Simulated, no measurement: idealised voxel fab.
The name of this process module is voxel plated lines.
cross-section cut | 245 nm wide | cells 5 nm
Cross-section spec: square-cell grid; bands listed top down; each band is one or more rows. Band entry format. Leading values: height of top, height of bottom, nm. Remainder: materials in left-to-right order, each with its width in nm. Special words: "throughout" on a single material, which then fills the band edge to edge; "empty", empty space. Measure heights from 0. That's the level where, below it, the as-received wafer is all one material. The lowest band is bottomless and extends downward; write it as in "top 0, no bottom". You'd read "30 to 40" like this: the band's top row of cells is as wide as the first number, its bottom row is as wide as the second, and going down, every row changes width by the same amount as the row before did. Take "no modifications" at face value: in the step it is given for, the cross-section changed in none of its cells. The list in "Fully sealed cavities" covers empty spaces of 8 cells or more that cannot reach the top through any open way, and it gives each as width x height at distance; the distance is from the left edge, and width, height and distance are in nm. Text after the settings on a step's line: the simulator's own remark on that step. A step line may carry the setting "overlay nm", which, for steps involving a mask, states the distance by which the mask lay to the right of its intended position; negative values denote displacement to the left.

[Set out below are the planned steps of the process]
1) op RECEIVE | material Si
2) op CONFORMAL_DEP | material SiO2 | thk nm 10
3) op DIRECTIONAL_DEP | material TiN | thk nm 5
4) op PATTERN | tone open | mask id LINES | material resist | width nm 25 | pitch nm 55 | thk nm 15 | overlay nm 0
5) op EPI | material Ru | thk nm 10
6) op STRIP | etch materials resist
7) op DIRECTIONAL_ETCH | etch materials TiN | depth nm 5
8) op CONFORMAL_DEP | material SiCN | thk nm 10

[Cross-section of the wafer as it came to us, i.e., already through step 1]
- top 0, no bottom  Si throughout
- Fully sealed cavities: none

[Module complete, cross-section. Starting point and plan per above. One mistake made in running the module]
- top 25, bottom 15  SiCN throughout
- top 15, bottom 0  SiO2 throughout
- top 0, no bottom  Si throughout
- Fully sealed cavities: none
Misprocessing identified: contrary to plan, step 3 was performed as op DIRECTIONAL_DEP | material SiO2 | thk nm 5
